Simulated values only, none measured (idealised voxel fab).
process module | voxel self aligned vias
cross-section cut | 260 nm wide | cells 5 nm
A cross-section is a grid of square cells, given in bands from the top down. A band is one or more rows of cells.
Each band's line starts with the height of the band's top and of its bottom, in nm. Then come its materials from left to right, each with its width in nm. One material with "throughout" fills the band from edge to edge. "air" is empty space.
Height 0 is the level under which the wafer as received is all one material. The lowest band goes on downwards, as in "0 down".
A width such as "30 to 40" changes by the same amount from each row of cells to the next, from the band's top row to its bottom row.
"no change" after a step means that no cell of the cross-section changed.
closed voids: empty space of 8 cells or more with no open way to the top, each as width x height at its distance from the left edge, in nm
after a step's settings: what the simulator itself notes on the step
overlay nm, on a step with a mask: how far to the right of its planned place the mask lay; to the left if negative
plan
1 op RECEIVE | material Si
2 op CONFORMAL_DEP | material SiO2 | thk nm 15
3 op CONFORMAL_DEP | material SiCN | thk nm 5
4 op DIRECTIONAL_DEP | material SiO2 | thk nm 20
5 op DIRECTIONAL_DEP | material aC | thk nm 10
6 op PATTERN | tone open | mask id LINES | material resist | width nm 30 | pitch nm 60 | thk nm 25 | overlay nm 0
7 op DIRECTIONAL_ETCH | etch materials aC | depth nm 10
8 op STRIP | etch materials resist
9 op DIRECTIONAL_ETCH | etch materials SiO2 | depth nm 20
10 op STRIP | etch materials aC
11 op CONFORMAL_DEP | material TiN | thk nm 5
12 op FILL_DEP | material Ru | thk nm 5
13 op CMP | height nm 40
14 op SELECTIVE_ETCH | etch materials W Ru TiN | depth nm 5
15 op FILL_DEP | material SiN | thk nm 10
16 op CMP | height nm 40
17 op DIRECTIONAL_DEP | material SiO2 | thk nm 15
18 op MASKED_ETCH | tone open | mask id VIAS | width nm 40 | pitch nm 120 | etch materials SiO2 | depth nm 15 | overlay nm 0
19 op MASKED_ETCH | tone open | mask id VIAS | width nm 40 | pitch nm 120 | etch materials SiN | depth nm 5 | overlay nm 0
20 op CONFORMAL_DEP | material TiN | thk nm 5
21 op FILL_DEP | material Ru | thk nm 10
22 op CMP | height nm 55
23 op CONFORMAL_DEP | material SiN | thk nm 5
first wafer, as planned
as received, after step 1
  0 down: Si throughout
  closed voids: none
after step 2
  15 to 0: SiO2 throughout
  below 0: unchanged
after step 3
  20 to 15: SiCN throughout
  below 15: unchanged
after step 4
  40 to 20: SiO2 throughout
  below 20: unchanged
after step 5
  50 to 40: aC throughout
  below 40: unchanged
after step 6
  75 to 50: resist 55 | air 30 | resist 30 | air 30 | resist 30 | air 30 | resist 55
  below 50: unchanged
after step 7
  65 to 50: resist 55 | air 30 | resist 30 | air 30 | resist 30 | air 30 | resist 55
  50 to 40: aC 55 | air 30 | aC 30 | air 30 | aC 30 | air 30 | aC 55
  below 40: unchanged
after step 8
  50 to 40: aC 55 | air 30 | aC 30 | air 30 | aC 30 | air 30 | aC 55
  below 40: unchanged
after step 9
  50 to 40: aC 55 | air 30 | aC 30 | air 30 | aC 30 | air 30 | aC 55
  40 to 20: SiO2 55 | air 30 | SiO2 30 | air 30 | SiO2 30 | air 30 | SiO2 55
  below 20: unchanged
after step 10
  40 to 20: SiO2 55 | air 30 | SiO2 30 | air 30 | SiO2 30 | air 30 | SiO2 55
  below 20: unchanged
after step 11
  45 to 40: TiN 60 | air 20 | TiN 40 | air 20 | TiN 40 | air 20 | TiN 60
  40 to 25: SiO2 55 | TiN 5 | air 20 | TiN 5 | SiO2 30 | TiN 5 | air 20 | TiN 5 | SiO2 30 | TiN 5 | air 20 | TiN 5 | SiO2 55
  25 to 20: SiO2 55 | TiN 30 | SiO2 30 | TiN 30 | SiO2 30 | TiN 30 | SiO2 55
  below 20: unchanged
after step 12
  50 to 45: Ru throughout
  45 to 40: TiN 60 | Ru 20 | TiN 40 | Ru 20 | TiN 40 | Ru 20 | TiN 60
  40 to 25: SiO2 55 | TiN 5 | Ru 20 | TiN 5 | SiO2 30 | TiN 5 | Ru 20 | TiN 5 | SiO2 30 | TiN 5 | Ru 20 | TiN 5 | SiO2 55
  below 25: unchanged
after step 13
  40 to 25: SiO2 55 | TiN 5 | Ru 20 | TiN 5 | SiO2 30 | TiN 5 | Ru 20 | TiN 5 | SiO2 30 | TiN 5 | Ru 20 | TiN 5 | SiO2 55
  below 25: unchanged
after step 14
  40 to 35: SiO2 55 | air 30 | SiO2 30 | air 30 | SiO2 30 | air 30 | SiO2 55
  below 35: unchanged
after step 15
  50 to 40: SiN throughout
  40 to 35: SiO2 55 | SiN 30 | SiO2 30 | SiN 30 | SiO2 30 | SiN 30 | SiO2 55
  below 35: unchanged
after step 16
  40 to 35: SiO2 55 | SiN 30 | SiO2 30 | SiN 30 | SiO2 30 | SiN 30 | SiO2 55
  below 35: unchanged
after step 17
  55 to 40: SiO2 throughout
  below 40: unchanged
after step 18
  55 to 40: SiO2 50 | air 40 | SiO2 80 | air 40 | SiO2 50
  below 40: unchanged
after step 19
  55 to 40: SiO2 50 | air 40 | SiO2 80 | air 40 | SiO2 50
  40 to 35: SiO2 55 | air 30 | SiO2 30 | SiN 30 | SiO2 30 | air 30 | SiO2 55
  below 35: unchanged
after step 20
  60 to 55: TiN 55 | air 30 | TiN 90 | air 30 | TiN 55
  55 to 45: SiO2 50 | TiN 5 | air 30 | TiN 5 | SiO2 80 | TiN 5 | air 30 | TiN 5 | SiO2 50
  45 to 40: SiO2 50 | TiN 10 | air 20 | TiN 10 | SiO2 80 | TiN 10 | air 20 | TiN 10 | SiO2 50
  40 to 35: SiO2 55 | TiN 30 | SiO2 30 | SiN 30 | SiO2 30 | TiN 30 | SiO2 55
  below 35: unchanged
after step 21
  70 to 60: Ru throughout
  60 to 55: TiN 55 | Ru 30 | TiN 90 | Ru 30 | TiN 55
  55 to 45: SiO2 50 | TiN 5 | Ru 30 | TiN 5 | SiO2 80 | TiN 5 | Ru 30 | TiN 5 | SiO2 50
  45 to 40: SiO2 50 | TiN 10 | Ru 20 | TiN 10 | SiO2 80 | TiN 10 | Ru 20 | TiN 10 | SiO2 50
  below 40: unchanged
after step 22
  55 to 45: SiO2 50 | TiN 5 | Ru 30 | TiN 5 | SiO2 80 | TiN 5 | Ru 30 | TiN 5 | SiO2 50
  below 45: unchanged
after step 23
  60 to 55: SiN throughout
  below 55: unchanged
second wafer: like start, like plan, one mistake. Through step 16 it matches the first wafer
when step 17 should have ended
  40 to 35: SiO2 50 | air 5 | SiN 30 | air 5 | SiO2 25 | SiN 30 | SiO2 25 | air 5 | SiN 30 | air 5 | SiO2 50
  35 to 25: SiO2 50 | air 5 | TiN 5 | Ru 20 | TiN 5 | air 5 | SiO2 25 | TiN 5 | Ru 20 | TiN 5 | SiO2 25 | air 5 | TiN 5 | Ru 20 | TiN 5 | air 5 | SiO2 50
  below 25: unchanged
when step 18 should have ended
  55 to 40: SiO2 50 | air 5 | SiO2 30 | air 5 | SiO2 80 | air 5 | SiO2 30 | air 5 | SiO2 50
  40 to 35: SiO2 55 | SiN 30 | SiO2 30 | SiN 30 | SiO2 30 | SiN 30 | SiO2 55
  35 to 25: SiO2 55 | TiN 5 | Ru 20 | TiN 5 | SiO2 30 | TiN 5 | Ru 20 | TiN 5 | SiO2 30 | TiN 5 | Ru 20 | TiN 5 | SiO2 55
  below 25: unchanged
when step 19 should have ended: no change
when step 20 should have ended
  60 to 55: TiN throughout
  55 to 40: SiO2 50 | TiN 5 | SiO2 30 | TiN 5 | SiO2 80 | TiN 5 | SiO2 30 | TiN 5 | SiO2 50
  below 40: unchanged
when step 21 should have ended
  70 to 60: Ru throughout
  below 60: unchanged
when step 22 should have ended
  55 to 40: SiO2 50 | TiN 5 | SiO2 30 | TiN 5 | SiO2 80 | TiN 5 | SiO2 30 | TiN 5 | SiO2 50
  below 40: unchanged
when step 23 should have ended
  60 to 55: SiN throughout
  below 55: unchanged
what went wrong: steps 17 and 18 were swapped
at the end the second wafer has, in cells: 32 fewer of Ru | 12 more of SiN | 36 more of SiO2 | 16 fewer of TiN
